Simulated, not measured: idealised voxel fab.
The process module presented herein is designated voxel self aligned contacts.
290 nm wide, 5 nm square cells: that's cross-section cut.
Think of the cross-section as a grid of square cells. We describe it in bands, top to bottom, and each band covers one or more rows of those cells.
Band: top height; bottom height; in nm. Then, left to right: material with width in nm, for each material. "full width": a single material spanning edge to edge. "empty": empty space.
All heights in this document are referenced to 0, defined as the level beneath which the wafer, as received, consists entirely of one material. The lowest band is not bounded below; it extends indefinitely downward and is written in the form "0 and below".
The notation "30..40" denotes a width that varies across the rows of cells in the band, beginning at the first number in the top row, finishing at the second number in the bottom row, and changing by an identical amount from each row to the next.
"remains unaltered" after a step means that no cell of the cross-section changed.
"Fully sealed cavities" contains a list of empty spaces, each no smaller than 8 cells and without an open way to the top, written in the form width x height at distance with the distance from the left edge and all three in nm.
Formally, on a step line, whatever follows the settings is a remark that the simulator itself makes on the step.
overlay nm: right-of-plan distance of the mask on a masked step; negative values mean left-of-plan.
**Set out below are the planned steps of the process**
- 1: RECEIVE: material Si
- 2: OXIDIZE: depth nm 5
- 3: DIRECTIONAL_DEP: material polySi, thk nm 20
- 4: DIRECTIONAL_DEP: material SiN, thk nm 20
- 5: DIRECTIONAL_DEP: material aC, thk nm 15
- 6: PATTERN: tone cover, mask id GATE, material resist, width nm 30, pitch nm 70, thk nm 30, overlay nm 0
- 7: DIRECTIONAL_ETCH: etch materials aC, depth nm 15
- 8: STRIP: etch materials resist
- 9: DIRECTIONAL_ETCH: etch materials SiN, depth nm 20
- 10: DIRECTIONAL_ETCH: etch materials polySi, depth nm 20
- 11: STRIP: etch materials aC
- 12: CONFORMAL_DEP: material SiN, thk nm 10
- 13: DIRECTIONAL_ETCH: etch materials SiN, depth nm 10
- 14: FILL_DEP: material SiO2, thk nm 20
- 15: CMP: height nm 50
- 16: DIRECTIONAL_DEP: material aC, thk nm 15
- 17: PATTERN: tone open, mask id CONTACT, material resist, width nm 50, thk nm 30, overlay nm 0
- 18: DIRECTIONAL_ETCH: etch materials aC, depth nm 15
- 19: STRIP: etch materials resist
- 20: DIRECTIONAL_ETCH: etch materials SiO2, depth nm 55
- 21: STRIP: etch materials aC
- 22: CONFORMAL_DEP: material TiN, thk nm 5
- 23: FILL_DEP: material Ru, thk nm 10
- 24: CMP: height nm 50
- 25: CONFORMAL_DEP: material SiN, thk nm 5
**The first of two wafers, run as planned**
**Incoming wafer in cross-section (state: after step 1)**
- 0 and below = Si full width
- Fully sealed cavities: none
**The wafer, seen in cross-section, after step 2**
- 0 down to -5 = SiO2 full width
- Note: structure below -5 unchanged.
**The wafer, seen in cross-section, after step 3**
- 20 down to 0 = polySi full width
- Note: structure below 0 unchanged.
**The wafer, seen in cross-section, after step 4**
- 40 down to 20 = SiN full width
- Note: structure below 20 unchanged.
**The wafer, seen in cross-section, after step 5**
- 55 down to 40 = aC full width
- Note: structure below 40 unchanged.
**The wafer, seen in cross-section, after step 6**
- 85 down to 55 = 95 of empty, then 30 of resist, then 40 of empty, then 30 of resist, then 95 of empty
- Note: structure below 55 unchanged.
**The wafer, seen in cross-section, after step 7**
- 70 down to 55 = 95 of empty, then 30 of resist, then 40 of empty, then 30 of resist, then 95 of empty
- 55 down to 40 = 95 of empty, then 30 of aC, then 40 of empty, then 30 of aC, then 95 of empty
- Note: structure below 40 unchanged.
**The wafer, seen in cross-section, after step 8**
- 55 down to 40 = 95 of empty, then 30 of aC, then 40 of empty, then 30 of aC, then 95 of empty
- Note: structure below 40 unchanged.
**The wafer, seen in cross-section, after step 9**
- 55 down to 40 = 95 of empty, then 30 of aC, then 40 of empty, then 30 of aC, then 95 of empty
- 40 down to 20 = 95 of empty, then 30 of SiN, then 40 of empty, then 30 of SiN, then 95 of empty
- Note: structure below 20 unchanged.
**The wafer, seen in cross-section, after step 10**
- 55 down to 40 = 95 of empty, then 30 of aC, then 40 of empty, then 30 of aC, then 95 of empty
- 40 down to 20 = 95 of empty, then 30 of SiN, then 40 of empty, then 30 of SiN, then 95 of empty
- 20 down to 0 = 95 of empty, then 30 of polySi, then 40 of empty, then 30 of polySi, then 95 of empty
- Note: structure below 0 unchanged.
**The wafer, seen in cross-section, after step 11**
- 40 down to 20 = 95 of empty, then 30 of SiN, then 40 of empty, then 30 of SiN, then 95 of empty
- Note: structure below 20 unchanged.
**The wafer, seen in cross-section, after step 12**
- 50 down to 20 = 85 of empty, then 50 of SiN, then 20 of empty, then 50 of SiN, then 85 of empty
- 20 down to 10 = 85 of empty, then 10 of SiN, then 30 of polySi, then 10 of SiN, then 20 of empty, then 10 of SiN, then 30 of polySi, then 10 of SiN, then 85 of empty
- 10 down to 0 = 95 of SiN, then 30 of polySi, then 40 of SiN, then 30 of polySi, then 95 of SiN
- Note: structure below 0 unchanged.
**The wafer, seen in cross-section, after step 13**
- 40 down to 20 = 85 of empty, then 50 of SiN, then 20 of empty, then 50 of SiN, then 85 of empty
- 20 down to 0 = 85 of empty, then 10 of SiN, then 30 of polySi, then 10 of SiN, then 20 of empty, then 10 of SiN, then 30 of polySi, then 10 of SiN, then 85 of empty
- Note: structure below 0 unchanged.
**The wafer, seen in cross-section, after step 14**
- 60 down to 40 = SiO2 full width
- 40 down to 20 = 85 of SiO2, then 50 of SiN, then 20 of SiO2, then 50 of SiN, then 85 of SiO2
- 20 down to 0 = 85 of SiO2, then 10 of SiN, then 30 of polySi, then 10 of SiN, then 20 of SiO2, then 10 of SiN, then 30 of polySi, then 10 of SiN, then 85 of SiO2
- Note: structure below 0 unchanged.
**The wafer, seen in cross-section, after step 15**
- 50 down to 40 = SiO2 full width
- Note: structure below 40 unchanged.
**The wafer, seen in cross-section, after step 16**
- 65 down to 50 = aC full width
- Note: structure below 50 unchanged.
**The wafer, seen in cross-section, after step 17**
- 95 down to 65 = 120 of resist, then 50 of empty, then 120 of resist
- Note: structure below 65 unchanged.
**The wafer, seen in cross-section, after step 18**
- 80 down to 65 = 120 of resist, then 50 of empty, then 120 of resist
- 65 down to 50 = 120 of aC, then 50 of empty, then 120 of aC
- Note: structure below 50 unchanged.
**The wafer, seen in cross-section, after step 19**
- 65 down to 50 = 120 of aC, then 50 of empty, then 120 of aC
- Note: structure below 50 unchanged.
**The wafer, seen in cross-section, after step 20**
- 65 down to 50 = 120 of aC, then 50 of empty, then 120 of aC
- 50 down to 40 = 120 of SiO2, then 50 of empty, then 120 of SiO2
- 40 down to 20 = 85 of SiO2, then 50 of SiN, then 20 of empty, then 50 of SiN, then 85 of SiO2
- 20 down to 0 = 85 of SiO2, then 10 of SiN, then 30 of polySi, then 10 of SiN, then 20 of empty, then 10 of SiN, then 30 of polySi, then 10 of SiN, then 85 of SiO2
- 0 down to -5 = 135 of SiO2, then 20 of empty, then 135 of SiO2
- Note: structure below -5 unchanged.
**The wafer, seen in cross-section, after step 21**
- 50 down to 40 = 120 of SiO2, then 50 of empty, then 120 of SiO2
- Note: structure below 40 unchanged.
**The wafer, seen in cross-section, after step 22**
- 55 down to 50 = 125 of TiN, then 40 of empty, then 125 of TiN
- 50 down to 40 = 120 of SiO2, then 5..20 of TiN, then 40..10 of empty, then 5..20 of TiN, then 120 of SiO2
- 40 down to 20 = 85 of SiO2, then 50 of SiN, then 5 of TiN, then 10 of empty, then 5 of TiN, then 50 of SiN, then 85 of SiO2
- 20 down to 0 = 85 of SiO2, then 10 of SiN, then 30 of polySi, then 10 of SiN, then 5 of TiN, then 10 of empty, then 5 of TiN, then 10 of SiN, then 30 of polySi, then 10 of SiN, then 85 of SiO2
- 0 down to -5 = 135 of SiO2, then 20 of TiN, then 135 of SiO2
- Note: structure below -5 unchanged.
**The wafer, seen in cross-section, after step 23**
- 65 down to 55 = Ru full width
- 55 down to 50 = 125 of TiN, then 40 of Ru, then 125 of TiN
- 50 down to 40 = 120 of SiO2, then 5..20 of TiN, then 40..10 of Ru, then 5..20 of TiN, then 120 of SiO2
- 40 down to 20 = 85 of SiO2, then 50 of SiN, then 5 of TiN, then 10 of Ru, then 5 of TiN, then 50 of SiN, then 85 of SiO2
- 20 down to 0 = 85 of SiO2, then 10 of SiN, then 30 of polySi, then 10 of SiN, then 5 of TiN, then 10 of Ru, then 5 of TiN, then 10 of SiN, then 30 of polySi, then 10 of SiN, then 85 of SiO2
- Note: structure below 0 unchanged.
**The wafer, seen in cross-section, after step 24**
- 50 down to 40 = 120 of SiO2, then 5..20 of TiN, then 40..10 of Ru, then 5..20 of TiN, then 120 of SiO2
- Note: structure below 40 unchanged.
**The wafer, seen in cross-section, after step 25**
- 55 down to 50 = SiN full width
- Note: structure below 50 unchanged.
**Wafer two. Same start, same plan, one slip in execution. Same as wafer one through step 5, inclusive**
**The second wafer cut through, at the time step 6 was supposed to be finished**
- 85 down to 55 = 95 of resist, then 30 of empty, then 40 of resist, then 30 of empty, then 95 of resist
- Note: structure below 55 unchanged.
**The second wafer cut through, at the time step 7 was supposed to be finished**
- 70 down to 55 = 95 of resist, then 30 of empty, then 40 of resist, then 30 of empty, then 95 of resist
- 55 down to 40 = 95 of aC, then 30 of empty, then 40 of aC, then 30 of empty, then 95 of aC
- Note: structure below 40 unchanged.
**The second wafer cut through, at the time step 8 was supposed to be finished**
- 55 down to 40 = 95 of aC, then 30 of empty, then 40 of aC, then 30 of empty, then 95 of aC
- Note: structure below 40 unchanged.
**The second wafer cut through, at the time step 9 was supposed to be finished**
- 55 down to 40 = 95 of aC, then 30 of empty, then 40 of aC, then 30 of empty, then 95 of aC
- 40 down to 20 = 95 of SiN, then 30 of empty, then 40 of SiN, then 30 of empty, then 95 of SiN
- Note: structure below 20 unchanged.
**The second wafer cut through, at the time step 10 was supposed to be finished**
- 55 down to 40 = 95 of aC, then 30 of empty, then 40 of aC, then 30 of empty, then 95 of aC
- 40 down to 20 = 95 of SiN, then 30 of empty, then 40 of SiN, then 30 of empty, then 95 of SiN
- 20 down to 0 = 95 of polySi, then 30 of empty, then 40 of polySi, then 30 of empty, then 95 of polySi
- Note: structure below 0 unchanged.
**The second wafer cut through, at the time step 11 was supposed to be finished**
- 40 down to 20 = 95 of SiN, then 30 of empty, then 40 of SiN, then 30 of empty, then 95 of SiN
- Note: structure below 20 unchanged.
**The second wafer cut through, at the time step 12 was supposed to be finished**
- 50 down to 20 = 105 of SiN, then 10 of empty, then 60 of SiN, then 10 of empty, then 105 of SiN
- 20 down to 10 = 95 of polySi, then 10 of SiN, then 10 of empty, then 10 of SiN, then 40 of polySi, then 10 of SiN, then 10 of empty, then 10 of SiN, then 95 of polySi
- 10 down to 0 = 95 of polySi, then 30 of SiN, then 40 of polySi, then 30 of SiN, then 95 of polySi
- Note: structure below 0 unchanged.
**The second wafer cut through, at the time step 13 was supposed to be finished**
- 40 down to 20 = 105 of SiN, then 10 of empty, then 60 of SiN, then 10 of empty, then 105 of SiN
- 20 down to 0 = 95 of polySi, then 10 of SiN, then 10 of empty, then 10 of SiN, then 40 of polySi, then 10 of SiN, then 10 of empty, then 10 of SiN, then 95 of polySi
- Note: structure below 0 unchanged.
**The second wafer cut through, at the time step 14 was supposed to be finished**
- 60 down to 40 = SiO2 full width
- 40 down to 20 = 105 of SiN, then 10 of SiO2, then 60 of SiN, then 10 of SiO2, then 105 of SiN
- 20 down to 0 = 95 of polySi, then 10 of SiN, then 10 of SiO2, then 10 of SiN, then 40 of polySi, then 10 of SiN, then 10 of SiO2, then 10 of SiN, then 95 of polySi
- Note: structure below 0 unchanged.
**The second wafer cut through, at the time step 15 was supposed to be finished**
- 50 down to 40 = SiO2 full width
- Note: structure below 40 unchanged.
**The second wafer cut through, at the time step 16 was supposed to be finished**
- 65 down to 50 = aC full width
- Note: structure below 50 unchanged.
**The second wafer cut through, at the time step 17 was supposed to be finished**
- 95 down to 65 = 120 of resist, then 50 of empty, then 120 of resist
- Note: structure below 65 unchanged.
**The second wafer cut through, at the time step 18 was supposed to be finished**
- 80 down to 65 = 120 of resist, then 50 of empty, then 120 of resist
- 65 down to 50 = 120 of aC, then 50 of empty, then 120 of aC
- Note: structure below 50 unchanged.
**The second wafer cut through, at the time step 19 was supposed to be finished**
- 65 down to 50 = 120 of aC, then 50 of empty, then 120 of aC
- Note: structure below 50 unchanged.
**The second wafer cut through, at the time step 20 was supposed to be finished**
- 65 down to 50 = 120 of aC, then 50 of empty, then 120 of aC
- 50 down to 40 = 120 of SiO2, then 50 of empty, then 120 of SiO2
- Note: structure below 40 unchanged.
**The second wafer cut through, at the time step 21 was supposed to be finished**
- 50 down to 40 = 120 of SiO2, then 50 of empty, then 120 of SiO2
- Note: structure below 40 unchanged.
**The second wafer cut through, at the time step 22 was supposed to be finished**
- 55 down to 50 = 125 of TiN, then 40 of empty, then 125 of TiN
- 50 down to 45 = 120 of SiO2, then 5 of TiN, then 40 of empty, then 5 of TiN, then 120 of SiO2
- 45 down to 40 = 120 of SiO2, then 50 of TiN, then 120 of SiO2
- Note: structure below 40 unchanged.
**The second wafer cut through, at the time step 23 was supposed to be finished**
- 65 down to 55 = Ru full width
- 55 down to 50 = 125 of TiN, then 40 of Ru, then 125 of TiN
- 50 down to 45 = 120 of SiO2, then 5 of TiN, then 40 of Ru, then 5 of TiN, then 120 of SiO2
- Note: structure below 45 unchanged.
**The second wafer cut through, at the time step 24 was supposed to be finished**
- 50 down to 45 = 120 of SiO2, then 5 of TiN, then 40 of Ru, then 5 of TiN, then 120 of SiO2
- Note: structure below 45 unchanged.
**The second wafer cut through, at the time step 25 was supposed to be finished**
- 55 down to 50 = SiN full width
- Note: structure below 50 unchanged.
Plan not followed: step 6 deviated from plan and actually ran as PATTERN: tone open, mask id GATE, material resist, width nm 30, pitch nm 70, thk nm 30, overlay nm 0
The second wafer ends with more or fewer cells of some materials than the first, per final count: 18 fewer of Ru; 136 more of SiN; 236 fewer of SiO2; 18 fewer of TiN; 136 more of polySi
